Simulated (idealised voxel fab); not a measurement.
The following process module bears the name voxel local oxidation.
cross-section cut | 185 nm wide | cells 5 nm
Each cross-section below is a grid of square cells, stated as bands in top-down order, with one or more rows of cells making up each band. Look at the band entry: it leads with the top's height and the bottom's height in nm. Then it lists the materials left to right, with a width in nm for each. The word "all across" on a single material says that material fills the band edge to edge. The word "air" is empty space. Note: height 0 marks the level under which the wafer is uniformly one material as received. Lowest band unbounded below, written "z 0 and below". The two numbers in a width such as "30->40" mark its ends across the band: the first belongs to the top row of cells, the second to the bottom row, and from each row to the next the width moves by the same amount. A step reported as "left unchanged" is a step in which no cell of the cross-section changed. "Enclosed internal cavities" lists enclosed empty spaces (at least 8 cells, no open path upward to the top), each as width x height at distance from the left edge, in nm. Heads up: the bit after the settings on a step's line is the simulator's remark on that step. Steps that use a mask can have "overlay nm" on their line. It says how far the mask sat to the right of where it was meant to be. Negative means to the left.

[Listed below are the process steps as planned]
1: RECEIVE | material Si
2: OXIDIZE | depth nm 5
3: CONFORMAL_DEP | material SiN | thk nm 15
4: PATTERN | tone cover | mask id ACTIVE | material resist | width nm 105 | thk nm 20 | overlay nm -15
5: DIRECTIONAL_ETCH | etch materials SiN | depth nm 15
6: STRIP | etch materials resist
7: SELECTIVE_ETCH | etch materials SiO2 | depth nm 5
8: OXIDIZE | depth nm 10
9: STRIP | etch materials SiN
All wafers enter the flow in the same state. The overlay nm at step 4 differs from wafer to wafer, and the plan gives the value for the first wafer.

[As received, i.e. after step 1: cross-section through the first of several wafers]
	z 0 and below = Si all across
	Enclosed internal cavities: none

[First of several wafers, sectioned at end of module (last step: step 9)]
	z 0 to -5 = air: 30 | SiO2: 95 | air: 60
	z -5 to -15 = SiO2: 40 | Si: 75 | SiO2: 70
	z -15 and below = Si all across
	Enclosed internal cavities: none

[Wafer cross-section (last wafer, module end)]
	z 0 to -5 = air: 60 | SiO2: 95 | air: 30
	z -5 to -15 = SiO2: 70 | Si: 75 | SiO2: 40
	z -15 and below = Si all across
	Enclosed internal cavities: none

[The following table contains a row per wafer, in which are reported, at the conclusion of the module, the cells of each material gained (+) or lost (-) since the wafer's receipt, with its closed voids given thereafter]
overlay nm -15 | -81 Si | +63 SiO2 | Enclosed internal cavities: none
overlay nm -10 | -81 Si | +63 SiO2 | Enclosed internal cavities: none
overlay nm -5 | -81 Si | +63 SiO2 | Enclosed internal cavities: none
overlay nm 0 | -81 Si | +63 SiO2 | Enclosed internal cavities: none
overlay nm 5 | -81 Si | +63 SiO2 | Enclosed internal cavities: none
overlay nm 10 | -81 Si | +63 SiO2 | Enclosed internal cavities: none
overlay nm 15 | -81 Si | +63 SiO2 | Enclosed internal cavities: none
